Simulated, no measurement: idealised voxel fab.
Module name: voxel double patterning (process module)
The figure presents cross-section cut, which has a width of 200 nm and is divided into square cells with an edge length of 5 nm.
Throughout this document, each cross-section is represented as a grid of square cells and is presented as a sequence of bands enumerated from the top downward, where a band comprises one or more rows of cells. Heights first: top, then bottom, in nm. Then materials, left to right, each with a width in nm. "edge to edge" on a single material: fills the band edge to edge. "empty": empty space. It should be noted that heights are counted from 0, beneath which the wafer as supplied is of one material throughout, and that the lowest band possesses no lower boundary but continues downward, as written in "0 nm and below". Width spec "30 to 40" -> top row of cells at first value, bottom row at second value, equal per-row change in between. Key: "identical to before" - step with no changed cell in the cross-section. Empty spaces without an open route to the top, at least 8 cells in extent, make up the entry "Closed internal cavities"; each is given as width x height at distance, where the distance is measured from the left edge, and all are in nm. after a step's settings: what the simulator itself notes on the step. Among the settings permitted on a step's line is "overlay nm"; applied to a step with a mask, it specifies the extent to which the mask lay to the right of its planned position, whereas a negative figure signifies a position to the left.
# Listed below are the process steps as planned
1) RECEIVE (material Si)
2) CONFORMAL_DEP (material SiO2; thk nm 10)
3) DIRECTIONAL_DEP (material TiN; thk nm 15)
4) DIRECTIONAL_DEP (material SiCN; thk nm 10)
5) DIRECTIONAL_DEP (material aC; thk nm 15)
6) PATTERN (tone open; mask id FIRST; material resist; width nm 15; pitch nm 50; thk nm 35; overlay nm 0)
7) DIRECTIONAL_ETCH (etch materials aC; depth nm 15)
8) STRIP (etch materials resist)
9) DIRECTIONAL_ETCH (etch materials SiCN; depth nm 10)
10) STRIP (etch materials aC)
11) PATTERN (tone open; mask id SECOND; material resist; width nm 15; pitch nm 50; thk nm 20; overlay nm 0)
12) DIRECTIONAL_ETCH (etch materials SiCN; depth nm 10)
13) STRIP (etch materials resist)
14) DIRECTIONAL_ETCH (etch materials TiN; depth nm 15)
15) STRIP (etch materials SiCN)
# First out of two wafers; run went to plan
# Delivered wafer in cross-section: state after step 1
0 nm and below: Si edge to edge
Closed internal cavities: none
# Cross-section through the wafer, step 2 finished
10 nm to 0 nm: SiO2 edge to edge
Unchanged below 0.
# Cross-section through the wafer, step 3 finished
25 nm to 10 nm: TiN edge to edge
Unchanged below 10.
# Cross-section through the wafer, step 4 finished
35 nm to 25 nm: SiCN edge to edge
Unchanged below 25.
# Cross-section through the wafer, step 5 finished
50 nm to 35 nm: aC edge to edge
Unchanged below 35.
# Cross-section through the wafer, step 6 finished
85 nm to 50 nm: 40 resist; 15 empty; 35 resist; 15 empty; 35 resist; 15 empty; 45 resist
Unchanged below 50.
# Cross-section through the wafer, step 7 finished
70 nm to 50 nm: 40 resist; 15 empty; 35 resist; 15 empty; 35 resist; 15 empty; 45 resist
50 nm to 35 nm: 40 aC; 15 empty; 35 aC; 15 empty; 35 aC; 15 empty; 45 aC
Unchanged below 35.
# Cross-section through the wafer, step 8 finished
50 nm to 35 nm: 40 aC; 15 empty; 35 aC; 15 empty; 35 aC; 15 empty; 45 aC
Unchanged below 35.
# Cross-section through the wafer, step 9 finished
50 nm to 35 nm: 40 aC; 15 empty; 35 aC; 15 empty; 35 aC; 15 empty; 45 aC
35 nm to 25 nm: 40 SiCN; 15 empty; 35 SiCN; 15 empty; 35 SiCN; 15 empty; 45 SiCN
Unchanged below 25.
# Cross-section through the wafer, step 10 finished
35 nm to 25 nm: 40 SiCN; 15 empty; 35 SiCN; 15 empty; 35 SiCN; 15 empty; 45 SiCN
Unchanged below 25.
# Cross-section through the wafer, step 11 finished
55 nm to 35 nm: 65 resist; 15 empty; 35 resist; 15 empty; 70 resist
35 nm to 25 nm: 40 SiCN; 15 resist; 35 SiCN; 15 resist; 35 SiCN; 15 resist; 45 SiCN
Unchanged below 25.
# Cross-section through the wafer, step 12 finished
55 nm to 35 nm: 65 resist; 15 empty; 35 resist; 15 empty; 70 resist
35 nm to 25 nm: 40 SiCN; 15 resist; 10 SiCN; 15 empty; 10 SiCN; 15 resist; 10 SiCN; 15 empty; 10 SiCN; 15 resist; 45 SiCN
Unchanged below 25.
# Cross-section through the wafer, step 13 finished
35 nm to 25 nm: 40 SiCN; 15 empty; 10 SiCN; 15 empty; 10 SiCN; 15 empty; 10 SiCN; 15 empty; 10 SiCN; 15 empty; 45 SiCN
Unchanged below 25.
# Cross-section through the wafer, step 14 finished
35 nm to 25 nm: 40 SiCN; 15 empty; 10 SiCN; 15 empty; 10 SiCN; 15 empty; 10 SiCN; 15 empty; 10 SiCN; 15 empty; 45 SiCN
25 nm to 10 nm: 40 TiN; 15 empty; 10 TiN; 15 empty; 10 TiN; 15 empty; 10 TiN; 15 empty; 10 TiN; 15 empty; 45 TiN
Unchanged below 10.
# Cross-section through the wafer, step 15 finished
25 nm to 10 nm: 40 TiN; 15 empty; 10 TiN; 15 empty; 10 TiN; 15 empty; 10 TiN; 15 empty; 10 TiN; 15 empty; 45 TiN
Unchanged below 10.
# The second wafer was prepared from the same starting point and under the same plan as the first; its processing contained one mistake, and it remains indistinguishable from the first wafer up to and including step 2
# Look at the second wafer in cross-section at the time step 3 ought to have finished
25 nm to 0 nm: SiO2 edge to edge
Unchanged below 0.
# Look at the second wafer in cross-section at the time step 4 ought to have finished
35 nm to 25 nm: SiCN edge to edge
Unchanged below 25.
# Look at the second wafer in cross-section at the time step 5 ought to have finished
50 nm to 35 nm: aC edge to edge
Unchanged below 35.
# Look at the second wafer in cross-section at the time step 6 ought to have finished
85 nm to 50 nm: 40 resist; 15 empty; 35 resist; 15 empty; 35 resist; 15 empty; 45 resist
Unchanged below 50.
# Look at the second wafer in cross-section at the time step 7 ought to have finished
70 nm to 50 nm: 40 resist; 15 empty; 35 resist; 15 empty; 35 resist; 15 empty; 45 resist
50 nm to 35 nm: 40 aC; 15 empty; 35 aC; 15 empty; 35 aC; 15 empty; 45 aC
Unchanged below 35.
# Look at the second wafer in cross-section at the time step 8 ought to have finished
50 nm to 35 nm: 40 aC; 15 empty; 35 aC; 15 empty; 35 aC; 15 empty; 45 aC
Unchanged below 35.
# Look at the second wafer in cross-section at the time step 9 ought to have finished
50 nm to 35 nm: 40 aC; 15 empty; 35 aC; 15 empty; 35 aC; 15 empty; 45 aC
35 nm to 25 nm: 40 SiCN; 15 empty; 35 SiCN; 15 empty; 35 SiCN; 15 empty; 45 SiCN
Unchanged below 25.
# Look at the second wafer in cross-section at the time step 10 ought to have finished
35 nm to 25 nm: 40 SiCN; 15 empty; 35 SiCN; 15 empty; 35 SiCN; 15 empty; 45 SiCN
Unchanged below 25.
# Look at the second wafer in cross-section at the time step 11 ought to have finished
55 nm to 35 nm: 65 resist; 15 empty; 35 resist; 15 empty; 70 resist
35 nm to 25 nm: 40 SiCN; 15 resist; 35 SiCN; 15 resist; 35 SiCN; 15 resist; 45 SiCN
Unchanged below 25.
# Look at the second wafer in cross-section at the time step 12 ought to have finished
55 nm to 35 nm: 65 resist; 15 empty; 35 resist; 15 empty; 70 resist
35 nm to 25 nm: 40 SiCN; 15 resist; 10 SiCN; 15 empty; 10 SiCN; 15 resist; 10 SiCN; 15 empty; 10 SiCN; 15 resist; 45 SiCN
Unchanged below 25.
# Look at the second wafer in cross-section at the time step 13 ought to have finished
35 nm to 25 nm: 40 SiCN; 15 empty; 10 SiCN; 15 empty; 10 SiCN; 15 empty; 10 SiCN; 15 empty; 10 SiCN; 15 empty; 45 SiCN
Unchanged below 25.
Look at the second wafer in cross-section at the time step 14 ought to have finished: identical to before
# Look at the second wafer in cross-section at the time step 15 ought to have finished
25 nm to 0 nm: SiO2 edge to edge
Unchanged below 0.
Deviation noted in wafer processing: step 3 changed vs plan, executed as DIRECTIONAL_DEP (material SiO2; thk nm 15)
Final comparison by cell count, materials where the second wafer has more or fewer than the first: 120 more of SiO2 | 75 fewer of TiN
